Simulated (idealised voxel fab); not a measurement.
process module | voxel released beams
cross-section cut | 175 nm wide | cells 5 nm
A cross-section is a grid of square cells, given in bands from the top down. A band is one or more rows of cells.
Each band's line starts with the height of the band's top and of its bottom, in nm. Then come its materials from left to right, each with its width in nm. One material with "throughout" fills the band from edge to edge. "air" is empty space.
Height 0 is the level under which the wafer as received is all one material. The lowest band goes on downwards, as in "0 down".
A width such as "30 to 40" changes by the same amount from each row of cells to the next, from the band's top row to its bottom row.
"no change" after a step means that no cell of the cross-section changed.
closed voids: empty space of 8 cells or more with no open way to the top, each as width x height at its distance from the left edge, in nm
after a step's settings: what the simulator itself notes on the step
overlay nm, on a step with a mask: how far to the right of its planned place the mask lay; to the left if negative
plan
1 op RECEIVE | material Si
2 op CONFORMAL_DEP | material SiN | thk nm 10
3 op DIRECTIONAL_DEP | material SiO2 | thk nm 15
4 op PATTERN | tone open | mask id ANCHOR | material resist | width nm 45 | thk nm 20 | overlay nm 0
5 op DIRECTIONAL_ETCH | etch materials SiO2 | depth nm 15
6 op STRIP | etch materials resist
7 op CONFORMAL_DEP | material W | thk nm 15
8 op MASKED_ETCH | tone cover | mask id BEAM | width nm 110 | etch materials W | depth nm 15 | overlay nm 0
9 op STRIP | etch materials SiO2
as received, after step 1
  0 down: Si throughout
  closed voids: none
first wafer at the end, as planned
  40 to 25: air 30 | W 20 | air 15 | W 75 | air 35
  25 to 10: air 35 | W 45 | air 95
  10 to 0: SiN throughout
  0 down: Si throughout
  closed voids: none
second wafer at the end: like start, like plan, one mistake
  55 to 40: air 30 | W 110 | air 35
  40 to 25: W throughout
  25 to 10: SiO2 35 | W 45 | SiO2 95
  10 to 0: SiN throughout
  0 down: Si throughout
  closed voids: none
what went wrong: step 7 was run twice
at the end the second wafer has, in cells: 78 more of SiO2 | 114 more of W
